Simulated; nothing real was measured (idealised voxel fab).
Process module under the name voxel ribs on slabs
cross-section cut | 275 nm wide | cells 5 nm
A cross-section is written here as square cells arranged in a grid, and it is given in bands from the top down, each band taking up one or more rows of cells.
Band entry format. Leading values: height of top, height of bottom, nm. Remainder: materials in left-to-right order, each with its width in nm. Special words: "edge to edge" on a single material, which then fills the band edge to edge; "blank", empty space.
Heights are expressed relative to 0, this being the level below which the as-received wafer comprises one material exclusively. The lowest band is unbounded in the downward direction and is denoted as in "from 0 down".
So if you see something like "30..40" for the width, read it as the top row of the band sitting at the first number and the bottom row at the second, with every row in between moving by the same amount as the last.
Step note "no alteration" = no cross-section cell changed.
You'll see "Closed void register" listing empty spaces that have no way open to the top, as long as they're 8 cells or more; the notation is width x height at distance, where the distance is from the left edge, and all of it is in nm.
It should be noted that, on the line of a given step, the content following the step's settings is a remark produced by the simulator itself with respect to that step.
overlay nm: mask right of planned place by this much (step with mask). Neg. = left.

# So here's the lineup of process steps we planned
1,op RECEIVE | material Si
2,op DIRECTIONAL_DEP | material SiO2 | thk nm 20
3,op DIRECTIONAL_DEP | material SiN | thk nm 15
4,op PATTERN | tone cover | mask id RIB | material resist | width nm 25 | thk nm 20 | overlay nm 0
5,op DIRECTIONAL_ETCH | etch materials SiN | depth nm 10
6,op STRIP | etch materials resist
7,op DIRECTIONAL_DEP | material aC | thk nm 10
8,op PATTERN | tone cover | mask id SLAB | material resist | width nm 75 | thk nm 25 | overlay nm 0
9,op DIRECTIONAL_ETCH | etch materials aC | depth nm 10
10,op STRIP | etch materials resist
11,op DIRECTIONAL_ETCH | etch materials SiN | depth nm 5
12,op STRIP | etch materials aC
13,op FILL_DEP | material SiO2 | thk nm 30
14,op CMP | height nm 55
15,op DIRECTIONAL_DEP | material TiN | thk nm 10
16,op PATTERN | tone cover | mask id HEATER | material resist | width nm 35 | thk nm 15 | overlay nm 0
17,op DIRECTIONAL_ETCH | etch materials TiN | depth nm 10
18,op STRIP | etch materials resist
19,op CONFORMAL_DEP | material SiN | thk nm 5

# Below: the first of two wafers, run as planned

# Cross-section of the wafer upon arrival, representing the state reached after step 1
from 0 down  Si edge to edge
Closed void register: none

# Cross-section of the wafer subsequent to step 2
from 20 to 0  SiO2 edge to edge
Below 0 it's all the same as before, nothing changed down there.

# Cross-section of the wafer subsequent to step 3
from 35 to 20  SiN edge to edge
Below 20 it's all the same as before, nothing changed down there.

# Cross-section of the wafer subsequent to step 4
from 55 to 35  blank (125), then resist (25), then blank (125)
Below 35 it's all the same as before, nothing changed down there.

# Cross-section of the wafer subsequent to step 5
from 55 to 35  blank (125), then resist (25), then blank (125)
from 35 to 25  blank (125), then SiN (25), then blank (125)
Below 25 it's all the same as before, nothing changed down there.

# Cross-section of the wafer subsequent to step 6
from 35 to 25  blank (125), then SiN (25), then blank (125)
Below 25 it's all the same as before, nothing changed down there.

# Cross-section of the wafer subsequent to step 7
from 45 to 35  blank (125), then aC (25), then blank (125)
from 35 to 25  aC (125), then SiN (25), then aC (125)
Below 25 it's all the same as before, nothing changed down there.

# Cross-section of the wafer subsequent to step 8
from 70 to 45  blank (100), then resist (75), then blank (100)
from 45 to 35  blank (100), then resist (25), then aC (25), then resist (25), then blank (100)
Below 35 it's all the same as before, nothing changed down there.

# Cross-section of the wafer subsequent to step 9
from 60 to 45  blank (100), then resist (75), then blank (100)
from 45 to 35  blank (100), then resist (25), then aC (25), then resist (25), then blank (100)
from 35 to 25  blank (100), then aC (25), then SiN (25), then aC (25), then blank (100)
Below 25 it's all the same as before, nothing changed down there.

# Cross-section of the wafer subsequent to step 10
from 45 to 35  blank (125), then aC (25), then blank (125)
Below 35 it's all the same as before, nothing changed down there.

# Cross-section of the wafer subsequent to step 11
from 45 to 35  blank (125), then aC (25), then blank (125)
from 35 to 25  blank (100), then aC (25), then SiN (25), then aC (25), then blank (100)
from 25 to 20  blank (100), then SiN (75), then blank (100)
Below 20 it's all the same as before, nothing changed down there.

# Cross-section of the wafer subsequent to step 12
from 35 to 25  blank (125), then SiN (25), then blank (125)
Below 25 it's all the same as before, nothing changed down there.

# Cross-section of the wafer subsequent to step 13
from 65 to 35  SiO2 edge to edge
from 35 to 25  SiO2 (125), then SiN (25), then SiO2 (125)
from 25 to 20  SiO2 (100), then SiN (75), then SiO2 (100)
Below 20 it's all the same as before, nothing changed down there.

# Cross-section of the wafer subsequent to step 14
from 55 to 35  SiO2 edge to edge
Below 35 it's all the same as before, nothing changed down there.

# Cross-section of the wafer subsequent to step 15
from 65 to 55  TiN edge to edge
Below 55 it's all the same as before, nothing changed down there.

# Cross-section of the wafer subsequent to step 16
from 80 to 65  blank (120), then resist (35), then blank (120)
Below 65 it's all the same as before, nothing changed down there.

# Cross-section of the wafer subsequent to step 17
from 80 to 65  blank (120), then resist (35), then blank (120)
from 65 to 55  blank (120), then TiN (35), then blank (120)
Below 55 it's all the same as before, nothing changed down there.

# Cross-section of the wafer subsequent to step 18
from 65 to 55  blank (120), then TiN (35), then blank (120)
Below 55 it's all the same as before, nothing changed down there.

# Cross-section of the wafer subsequent to step 19
from 70 to 65  blank (115), then SiN (45), then blank (115)
from 65 to 60  blank (115), then SiN (5), then TiN (35), then SiN (5), then blank (115)
from 60 to 55  SiN (120), then TiN (35), then SiN (120)
Below 55 it's all the same as before, nothing changed down there.

# Okay, second wafer. Nothing different at the start, nothing different in the plan, just one mistake somewhere in the running. As far as step 18, counting that step, it's the first wafer all over again

Second wafer cross-section, taken as of the time the plan sets for step 19 to be done: no alteration
Error vs. plan: the plan's step 19 went unexecuted, having been skipped
at the end the second wafer has, in cells: -59 SiN
